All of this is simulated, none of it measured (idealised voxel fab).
Presented below is a process module, voxel air gaps.
Xsec cut, 295 nm wide, square cell size 5 nm.
How to read a cross-section here: the picture is a grid of square cells, written as bands going from the top down, and any band can span one or more rows of cells. Top height, bottom height, nm. Materials left to right, width each, nm. Single material + "edge to edge" = fills band edge to edge. "air" = empty. Measure heights from 0. That's the level where, below it, the as-received wafer is all one material. The lowest band is bottomless and extends downward; write it as in "0..down". Per-row width for "30 to 40": begins at first number (top row of band), ends at second number (bottom row), increment between rows held constant. You'll sometimes find "everything unchanged" written for a step, and that's the way of saying that nowhere in the cross-section did a cell change during that step. Any empty space of 8 cells or more lacking an open way to the top shows up in "Trapped void list" as width x height at distance, distance from the left edge, in nm. Step line, after settings: the simulator's comment on this step. The optional step-line setting "overlay nm" applies to steps with a mask and quantifies how far to the right of its planned location the mask lay, a negative value indicating leftward placement.
THE PLANNED PROCESS STEPS ARE ENUMERATED HEREUNDER
1. RECEIVE, material Si
2. CONFORMAL_DEP, material SiO2, thk nm 15
3. CONFORMAL_DEP, material SiCN, thk nm 5
4. DIRECTIONAL_DEP, material SiO2, thk nm 40
5. DIRECTIONAL_DEP, material aC, thk nm 10
6. PATTERN, tone open, mask id LINES, material resist, width nm 15, pitch nm 45, thk nm 30, overlay nm 0
7. DIRECTIONAL_ETCH, etch materials aC, depth nm 10
8. STRIP, etch materials resist
9. DIRECTIONAL_ETCH, etch materials SiO2, depth nm 40
10. STRIP, etch materials aC
11. CONFORMAL_DEP, material TiN, thk nm 5
12. FILL_DEP, material W, thk nm 5
13. CMP, height nm 60
14. EPI, material Ru, thk nm 10
15. SELECTIVE_ETCH, etch materials SiO2, depth nm 50
16. CONFORMAL_DEP, material SiCN, thk nm 5
FIRST OF THE TWO WAFERS, RUN PER PLAN
CROSS-SECTIONAL VIEW OF THE WAFER IN ITS AS-RECEIVED CONDITION, CORRESPONDING TO THE STATE AFTER STEP 1
	0..down  Si edge to edge
	Trapped void list: none
WAFER AFTER STEP 2 (CROSS-SECTION)
	15..0  SiO2 edge to edge
	Note: structure below 0 unchanged.
WAFER AFTER STEP 3 (CROSS-SECTION)
	20..15  SiCN edge to edge
	Note: structure below 15 unchanged.
WAFER AFTER STEP 4 (CROSS-SECTION)
	60..20  SiO2 edge to edge
	Note: structure below 20 unchanged.
WAFER AFTER STEP 5 (CROSS-SECTION)
	70..60  aC edge to edge
	Note: structure below 60 unchanged.
WAFER AFTER STEP 6 (CROSS-SECTION)
	100..70  95 of resist; 15 of air; 30 of resist; 15 of air; 30 of resist; 15 of air; 95 of resist
	Note: structure below 70 unchanged.
WAFER AFTER STEP 7 (CROSS-SECTION)
	90..70  95 of resist; 15 of air; 30 of resist; 15 of air; 30 of resist; 15 of air; 95 of resist
	70..60  95 of aC; 15 of air; 30 of aC; 15 of air; 30 of aC; 15 of air; 95 of aC
	Note: structure below 60 unchanged.
WAFER AFTER STEP 8 (CROSS-SECTION)
	70..60  95 of aC; 15 of air; 30 of aC; 15 of air; 30 of aC; 15 of air; 95 of aC
	Note: structure below 60 unchanged.
WAFER AFTER STEP 9 (CROSS-SECTION)
	70..60  95 of aC; 15 of air; 30 of aC; 15 of air; 30 of aC; 15 of air; 95 of aC
	60..20  95 of SiO2; 15 of air; 30 of SiO2; 15 of air; 30 of SiO2; 15 of air; 95 of SiO2
	Note: structure below 20 unchanged.
WAFER AFTER STEP 10 (CROSS-SECTION)
	60..20  95 of SiO2; 15 of air; 30 of SiO2; 15 of air; 30 of SiO2; 15 of air; 95 of SiO2
	Note: structure below 20 unchanged.
WAFER AFTER STEP 11 (CROSS-SECTION)
	65..60  100 of TiN; 5 of air; 40 of TiN; 5 of air; 40 of TiN; 5 of air; 100 of TiN
	60..25  95 of SiO2; 5 of TiN; 5 of air; 5 of TiN; 30 of SiO2; 5 of TiN; 5 of air; 5 of TiN; 30 of SiO2; 5 of TiN; 5 of air; 5 of TiN; 95 of SiO2
	25..20  95 of SiO2; 15 of TiN; 30 of SiO2; 15 of TiN; 30 of SiO2; 15 of TiN; 95 of SiO2
	Note: structure below 20 unchanged.
WAFER AFTER STEP 12 (CROSS-SECTION)
	70..65  W edge to edge
	65..60  100 of TiN; 5 of W; 40 of TiN; 5 of W; 40 of TiN; 5 of W; 100 of TiN
	60..25  95 of SiO2; 5 of TiN; 5 of W; 5 of TiN; 30 of SiO2; 5 of TiN; 5 of W; 5 of TiN; 30 of SiO2; 5 of TiN; 5 of W; 5 of TiN; 95 of SiO2
	Note: structure below 25 unchanged.
WAFER AFTER STEP 13 (CROSS-SECTION)
	60..25  95 of SiO2; 5 of TiN; 5 of W; 5 of TiN; 30 of SiO2; 5 of TiN; 5 of W; 5 of TiN; 30 of SiO2; 5 of TiN; 5 of W; 5 of TiN; 95 of SiO2
	Note: structure below 25 unchanged.
WAFER AFTER STEP 14 (CROSS-SECTION)
	70..60  85 of air; 35 of Ru; 10 of air; 35 of Ru; 10 of air; 35 of Ru; 85 of air
	Note: structure below 60 unchanged.
WAFER AFTER STEP 15 (CROSS-SECTION)
	70..60  85 of air; 35 of Ru; 10 of air; 35 of Ru; 10 of air; 35 of Ru; 85 of air
	60..25  95 of air; 5 of TiN; 5 of W; 5 of TiN; 30 of air; 5 of TiN; 5 of W; 5 of TiN; 30 of air; 5 of TiN; 5 of W; 5 of TiN; 95 of air
	25..20  95 of air; 15 of TiN; 30 of air; 15 of TiN; 30 of air; 15 of TiN; 95 of air
	Note: structure below 20 unchanged.
WAFER AFTER STEP 16 (CROSS-SECTION)
	75..70  80 of air; 135 of SiCN; 80 of air
	70..60  80 of air; 5 of SiCN; 35 of Ru; 10 of SiCN; 35 of Ru; 10 of SiCN; 35 of Ru; 5 of SiCN; 80 of air
	60..55  80 of air; 15 of SiCN; 5 of TiN; 5 of W; 5 of TiN; 30 of SiCN; 5 of TiN; 5 of W; 5 of TiN; 30 of SiCN; 5 of TiN; 5 of W; 5 of TiN; 15 of SiCN; 80 of air
	55..25  90 of air; 5 of SiCN; 5 of TiN; 5 of W; 5 of TiN; 5 of SiCN; 20 of air; 5 of SiCN; 5 of TiN; 5 of W; 5 of TiN; 5 of SiCN; 20 of air; 5 of SiCN; 5 of TiN; 5 of W; 5 of TiN; 5 of SiCN; 90 of air
	25..20  95 of SiCN; 15 of TiN; 30 of SiCN; 15 of TiN; 30 of SiCN; 15 of TiN; 95 of SiCN
	Note: structure below 20 unchanged.
	Trapped void list: 20 x 30 at 115; 20 x 30 at 160
THE REMAINING WAFER, SECOND OF THE TWO, STARTED LIKE THE FIRST AND WAS RUN TO THE SAME PLAN, EXCEPT THAT ONE MISTAKE WAS MADE ALONG THE WAY; THE TWO COINCIDE THROUGH STEP 5, INCLUSIVE
CROSS-SECTION OF THE SECOND WAFER WHEN, ACCORDING TO PLAN, STEP 6 SHOULD HAVE FINISHED
	100..70  95 of air; 15 of resist; 30 of air; 15 of resist; 30 of air; 15 of resist; 95 of air
	Note: structure below 70 unchanged.
CROSS-SECTION OF THE SECOND WAFER WHEN, ACCORDING TO PLAN, STEP 7 SHOULD HAVE FINISHED
	90..70  95 of air; 15 of resist; 30 of air; 15 of resist; 30 of air; 15 of resist; 95 of air
	70..60  95 of air; 15 of aC; 30 of air; 15 of aC; 30 of air; 15 of aC; 95 of air
	Note: structure below 60 unchanged.
CROSS-SECTION OF THE SECOND WAFER WHEN, ACCORDING TO PLAN, STEP 8 SHOULD HAVE FINISHED
	70..60  95 of air; 15 of aC; 30 of air; 15 of aC; 30 of air; 15 of aC; 95 of air
	Note: structure below 60 unchanged.
CROSS-SECTION OF THE SECOND WAFER WHEN, ACCORDING TO PLAN, STEP 9 SHOULD HAVE FINISHED
	70..60  95 of air; 15 of aC; 30 of air; 15 of aC; 30 of air; 15 of aC; 95 of air
	60..20  95 of air; 15 of SiO2; 30 of air; 15 of SiO2; 30 of air; 15 of SiO2; 95 of air
	Note: structure below 20 unchanged.
CROSS-SECTION OF THE SECOND WAFER WHEN, ACCORDING TO PLAN, STEP 10 SHOULD HAVE FINISHED
	60..20  95 of air; 15 of SiO2; 30 of air; 15 of SiO2; 30 of air; 15 of SiO2; 95 of air
	Note: structure below 20 unchanged.
CROSS-SECTION OF THE SECOND WAFER WHEN, ACCORDING TO PLAN, STEP 11 SHOULD HAVE FINISHED
	65..60  90 of air; 25 of TiN; 20 of air; 25 of TiN; 20 of air; 25 of TiN; 90 of air
	60..25  90 of air; 5 of TiN; 15 of SiO2; 5 of TiN; 20 of air; 5 of TiN; 15 of SiO2; 5 of TiN; 20 of air; 5 of TiN; 15 of SiO2; 5 of TiN; 90 of air
	25..20  95 of TiN; 15 of SiO2; 30 of TiN; 15 of SiO2; 30 of TiN; 15 of SiO2; 95 of TiN
	Note: structure below 20 unchanged.
CROSS-SECTION OF THE SECOND WAFER WHEN, ACCORDING TO PLAN, STEP 12 SHOULD HAVE FINISHED
	70..65  W edge to edge
	65..60  90 of W; 25 of TiN; 20 of W; 25 of TiN; 20 of W; 25 of TiN; 90 of W
	60..25  90 of W; 5 of TiN; 15 of SiO2; 5 of TiN; 20 of W; 5 of TiN; 15 of SiO2; 5 of TiN; 20 of W; 5 of TiN; 15 of SiO2; 5 of TiN; 90 of W
	Note: structure below 25 unchanged.
CROSS-SECTION OF THE SECOND WAFER WHEN, ACCORDING TO PLAN, STEP 13 SHOULD HAVE FINISHED
	60..25  90 of W; 5 of TiN; 15 of SiO2; 5 of TiN; 20 of W; 5 of TiN; 15 of SiO2; 5 of TiN; 20 of W; 5 of TiN; 15 of SiO2; 5 of TiN; 90 of W
	Note: structure below 25 unchanged.
CROSS-SECTION OF THE SECOND WAFER WHEN, ACCORDING TO PLAN, STEP 14 SHOULD HAVE FINISHED
	70..60  Ru edge to edge
	Note: structure below 60 unchanged.
Cross-section of the second wafer when, according to plan, step 15 should have finished: everything unchanged
CROSS-SECTION OF THE SECOND WAFER WHEN, ACCORDING TO PLAN, STEP 16 SHOULD HAVE FINISHED
	75..70  SiCN edge to edge
	Note: structure below 70 unchanged.
Error vs. plan: step 6 ran differently from the plan; actual operation with settings: PATTERN, tone cover, mask id LINES, material resist, width nm 15, pitch nm 45, thk nm 30, overlay nm 0
Once processing is complete, comparing cell counts shows that the second wafer has more or fewer of certain materials than the first: +76 Ru; -84 SiCN; +72 SiO2; +41 TiN; +287 W
Quick summary for you: first wafer finishes at 2 closed voids, second at 0.
